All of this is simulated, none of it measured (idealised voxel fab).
The document below concerns the process module designated voxel transistor to metal.
Square cell edge 5 nm, section width 145 nm, ID cut.
Cross-section, as written here: a square-cell grid given band by band from the top down, where a band holds one or more rows of cells.
For a band, the entry starts with two heights in nm, that of the top and then that of the bottom, and carries on with the band's materials in order from left to right, each alongside its width in nm; the word "full width" beside a single material means it fills the band edge to edge, and "air" means empty space.
Basically, 0 is our baseline, since under it the wafer straight out of the box is all one material. The bottom band has no lower end and keeps on going down, so it looks like "0..down".
With a width like "30..40", each row of cells in the band differs from the next by the same amount, the top row carrying the first number and the bottom row the second.
"nothing was modified" after a step means that no cell of the cross-section changed.
Under "Sealed voids" you'll find the enclosed gaps, the ones with no way out to the top, that are 8 cells or bigger; each reads width x height at distance, with distance counted from the left edge, everything in nm.
Formally, on a step line, whatever follows the settings is a remark that the simulator itself makes on the step.
The "overlay nm" setting may appear on a step's line; for a step that uses a mask, it gives how far to the right of its planned position the mask lay, and a negative value indicates the left.
Here's what the planned process steps look like:
1: RECEIVE: material Si
2: OXIDIZE: depth nm 5
3: CONFORMAL_DEP: material SiN, thk nm 10
4: DIRECTIONAL_DEP: material aC, thk nm 10
5: PATTERN: tone cover, mask id ACTIVE, material resist, width nm 115, thk nm 25, overlay nm 0
6: DIRECTIONAL_ETCH: etch materials aC, depth nm 10
7: STRIP: etch materials resist
8: DIRECTIONAL_ETCH: etch materials SiN, depth nm 10
9: DIRECTIONAL_ETCH: etch materials SiO2, depth nm 5
10: DIRECTIONAL_ETCH: etch materials Si, depth nm 20
11: STRIP: etch materials aC
12: FILL_DEP: material SiO2, thk nm 5
13: CMP: height nm 10
14: SELECTIVE_ETCH: etch materials SiO2, depth nm 5
15: STRIP: etch materials SiN
16: SELECTIVE_ETCH: etch materials SiO2, depth nm 5
17: OXIDIZE: depth nm 5
18: DIRECTIONAL_DEP: material polySi, thk nm 30
19: DIRECTIONAL_DEP: material SiCN, thk nm 15
20: PATTERN: tone cover, mask id GATE, material resist, width nm 25, thk nm 20, overlay nm 0
21: DIRECTIONAL_ETCH: etch materials SiCN, depth nm 25
22: DIRECTIONAL_ETCH: etch materials polySi, depth nm 40
23: STRIP: etch materials resist
24: CONFORMAL_DEP: material SiN, thk nm 5
25: DIRECTIONAL_ETCH: etch materials SiN, depth nm 5
26: DIRECTIONAL_ETCH: etch materials SiO2, depth nm 5
27: DIRECTIONAL_ETCH: etch materials Si, depth nm 10
28: EPI: material pSi, thk nm 10
29: FILL_DEP: material SiO2, thk nm 5
30: CMP: height nm 25
31: STRIP: etch materials polySi
32: SELECTIVE_ETCH: etch materials SiO2, depth nm 5
33: CONFORMAL_DEP: material HfO2, thk nm 5
34: CONFORMAL_DEP: material TiN, thk nm 5
35: FILL_DEP: material W, thk nm 10
36: CMP: height nm 20
37: DIRECTIONAL_DEP: material SiO2, thk nm 15
38: DIRECTIONAL_DEP: material aC, thk nm 15
39: PATTERN: tone open, mask id CONTACT, material resist, width nm 20, pitch nm 75, thk nm 35, overlay nm 0
40: DIRECTIONAL_ETCH: etch materials aC, depth nm 15
41: STRIP: etch materials resist
42: DIRECTIONAL_ETCH: etch materials SiO2, depth nm 45
43: STRIP: etch materials aC
44: CONFORMAL_DEP: material TiN, thk nm 5
45: FILL_DEP: material W, thk nm 10
46: CMP: height nm 35
47: CONFORMAL_DEP: material SiCN, thk nm 5
48: DIRECTIONAL_DEP: material lowk, thk nm 15
49: MASKED_ETCH: tone open, mask id METAL_1, width nm 20, pitch nm 75, etch materials lowk, depth nm 15, overlay nm 0
50: MASKED_ETCH: tone open, mask id METAL_1, width nm 20, pitch nm 75, etch materials SiCN, depth nm 5, overlay nm 0
51: CONFORMAL_DEP: material TiN, thk nm 5
52: FILL_DEP: material Ru, thk nm 10
53: CMP: height nm 55
54: EPI: material Ru, thk nm 5
55: FILL_DEP: material SiCN, thk nm 5
Cross-section of the wafer as it came to us, i.e., already through step 1:
	0..down = Si full width
	Sealed voids: none
Cross-sectional image of the first of two wafers at the end of the module, the run having proceeded as planned:
	65..60 = SiCN full width
	60..55 = 20 of SiCN | 30 of Ru | 45 of SiCN | 30 of Ru | 20 of SiCN
	55..40 = 25 of lowk | 5 of TiN | 10 of Ru | 5 of TiN | 55 of lowk | 5 of TiN | 10 of Ru | 5 of TiN | 25 of lowk
	40..35 = 25 of SiCN | 20 of TiN | 55 of SiCN | 20 of TiN | 25 of SiCN
	35..20 = 25 of SiO2 | 5 of TiN | 10 of W | 5 of TiN | 55 of SiO2 | 5 of TiN | 10 of W | 5 of TiN | 25 of SiO2
	20..0 = 25 of SiO2 | 5 of TiN | 10 of W | 5 of TiN | 10 of SiO2 | 5 of SiN | 5 of HfO2 | 5 of TiN | 5 of W | 5 of TiN | 5 of HfO2 | 5 of SiN | 10 of SiO2 | 5 of TiN | 10 of W | 5 of TiN | 25 of SiO2
	0..-5 = 10 of SiO2 | 5 of SiN | 10 of SiO2 | 5 of TiN | 10 of W | 5 of TiN | 10 of pSi | 5 of SiN | 5 of HfO2 | 15 of TiN | 5 of HfO2 | 5 of SiN | 10 of pSi | 5 of TiN | 10 of W | 5 of TiN | 10 of SiO2 | 5 of SiN | 10 of SiO2
	-5..-10 = 25 of SiO2 | 20 of TiN | 10 of pSi | 35 of HfO2 | 10 of pSi | 20 of TiN | 25 of SiO2
	-10..-20 = 15 of SiO2 | 40 of pSi | 35 of Si | 40 of pSi | 15 of SiO2
	-20..-25 = 15 of SiO2 | 115 of Si | 15 of SiO2
	-25..down = Si full width
	Sealed voids: none
Cross-section at end of module for the second wafer of two, which matched the first in starting point and plan and differed by one mistake in its processing:
	65..60 = SiCN full width
	60..55 = 20 of SiCN | 30 of Ru | 45 of SiCN | 30 of Ru | 20 of SiCN
	55..40 = 25 of lowk | 5 of TiN | 10 of Ru | 5 of TiN | 55 of lowk | 5 of TiN | 10 of Ru | 5 of TiN | 25 of lowk
	40..35 = 25 of SiCN | 20 of TiN | 55 of SiCN | 20 of TiN | 25 of SiCN
	35..20 = 25 of SiO2 | 5 of TiN | 10 of W | 5 of TiN | 55 of SiO2 | 5 of TiN | 10 of W | 5 of TiN | 25 of SiO2
	20..0 = 25 of SiO2 | 5 of TiN | 10 of W | 5 of TiN | 10 of SiO2 | 5 of SiN | 5 of HfO2 | 5 of TiN | 5 of W | 5 of TiN | 5 of HfO2 | 5 of SiN | 10 of SiO2 | 5 of TiN | 10 of W | 5 of TiN | 25 of SiO2
	0..-5 = 10 of SiO2 | 5 of SiN | 10 of SiO2 | 5 of TiN | 10 of W | 5 of TiN | 10 of pSi | 5 of SiN | 5 of HfO2 | 15 of TiN | 5 of HfO2 | 5 of SiN | 10 of pSi | 5 of TiN | 10 of W | 5 of TiN | 10 of SiO2 | 5 of SiN | 10 of SiO2
	-5..-10 = 25 of SiO2 | 20 of TiN | 10 of pSi | 35 of HfO2 | 10 of pSi | 20 of TiN | 25 of SiO2
	-10..-20 = 15 of SiO2 | 40 of pSi | 35 of Si | 40 of pSi | 15 of SiO2
	-20..-45 = 15 of SiO2 | 115 of Si | 15 of SiO2
	-45..down = Si full width
	Sealed voids: none
Plan not followed: plan step 10 was twice executed
Looking at both finished wafers in cells, the second ends up ahead of or behind the first on some materials: Si -24 | SiO2 +24
